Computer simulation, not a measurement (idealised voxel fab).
Module name: voxel ribs on slabs (process module)
The figure presents cross-section cut, which has a width of 150 nm and is divided into square cells with an edge length of 5 nm.
How to read a cross-section here: the picture is a grid of square cells, written as bands going from the top down, and any band can span one or more rows of cells.
Top, bottom (nm), then materials left to right with widths (nm); lone material tagged "full width" fills the whole band edge to edge; "empty" = empty space.
Height is counted from the level 0, under which the received wafer is composed throughout of one material. The lowest of the bands is not closed at the bottom but continues downward, in the notation "z 0 and below".
A two-number width, for instance "30->40", indicates that the width is equal to the first number in the top row of the band and to the second number in the bottom row, and that it changes by a constant amount per row of cells.
Reading "nothing was modified" for a step: not a cell of the cross-section changed in it.
The label "Fully enclosed voids" introduces a list of the empty spaces, 8 cells or larger, that have no open way up to the top; each entry in it reads width x height at distance, where the distance is taken from the left edge and all three are stated in nm.
Step line, after settings: the simulator's comment on this step.
overlay nm: on a step with a mask, how far right of its planned place the mask lay; negative means left.

Process steps (planned)
1,RECEIVE, material Si
2,DIRECTIONAL_DEP, material SiO2, thk nm 25
3,DIRECTIONAL_DEP, material polySi, thk nm 15
4,DIRECTIONAL_DEP, material aC, thk nm 15
5,PATTERN, tone cover, mask id RIB, material resist, width nm 20, thk nm 30, overlay nm 0
6,DIRECTIONAL_ETCH, etch materials aC, depth nm 15
7,STRIP, etch materials resist
8,DIRECTIONAL_ETCH, etch materials polySi, depth nm 5
9,STRIP, etch materials aC
10,MASKED_ETCH, tone cover, mask id SLAB, width nm 70, etch materials polySi, depth nm 10, overlay nm 0
11,FILL_DEP, material SiO2, thk nm 30
12,CMP, height nm 60
13,DIRECTIONAL_DEP, material TiN, thk nm 10
14,PATTERN, tone cover, mask id HEATER, material resist, width nm 30, thk nm 15, overlay nm 0
15,DIRECTIONAL_ETCH, etch materials TiN, depth nm 10
16,STRIP, etch materials resist
17,CONFORMAL_DEP, material SiO2, thk nm 10

Cross-section of the incoming wafer, state after step 1
    z 0 and below: Si full width
    Fully enclosed voids: none

Cross-sectional view of the first of the two wafers upon completion of the module, processed in accordance with the plan
    z 80 to 70: empty (50); SiO2 (50); empty (50)
    z 70 to 60: SiO2 (60); TiN (30); SiO2 (60)
    z 60 to 40: SiO2 full width
    z 40 to 35: SiO2 (65); polySi (20); SiO2 (65)
    z 35 to 25: SiO2 (40); polySi (70); SiO2 (40)
    z 25 to 0: SiO2 full width
    z 0 and below: Si full width
    Fully enclosed voids: none

Cross-sectional image of the second wafer of the two following completion of the module. Starting state and process plan were the same as for the first wafer; one execution error occurred
    z 80 to 70: empty (50); SiO2 (50); empty (50)
    z 70 to 60: SiO2 (60); TiN (30); SiO2 (60)
    z 60 to 35: SiO2 full width
    z 35 to 30: polySi (40); SiO2 (70); polySi (40)
    z 30 to 25: polySi (40); SiO2 (25); polySi (20); SiO2 (25); polySi (40)
    z 25 to 0: SiO2 full width
    z 0 and below: Si full width
    Fully enclosed voids: none
Nonconformance to the process plan: off-plan run, step 10, actual operation and settings MASKED_ETCH, tone open, mask id SLAB, width nm 70, etch materials polySi, depth nm 10, overlay nm 0
Final wafer comparison in cells, second versus first, more or fewer per material: SiO2 -4, polySi +4
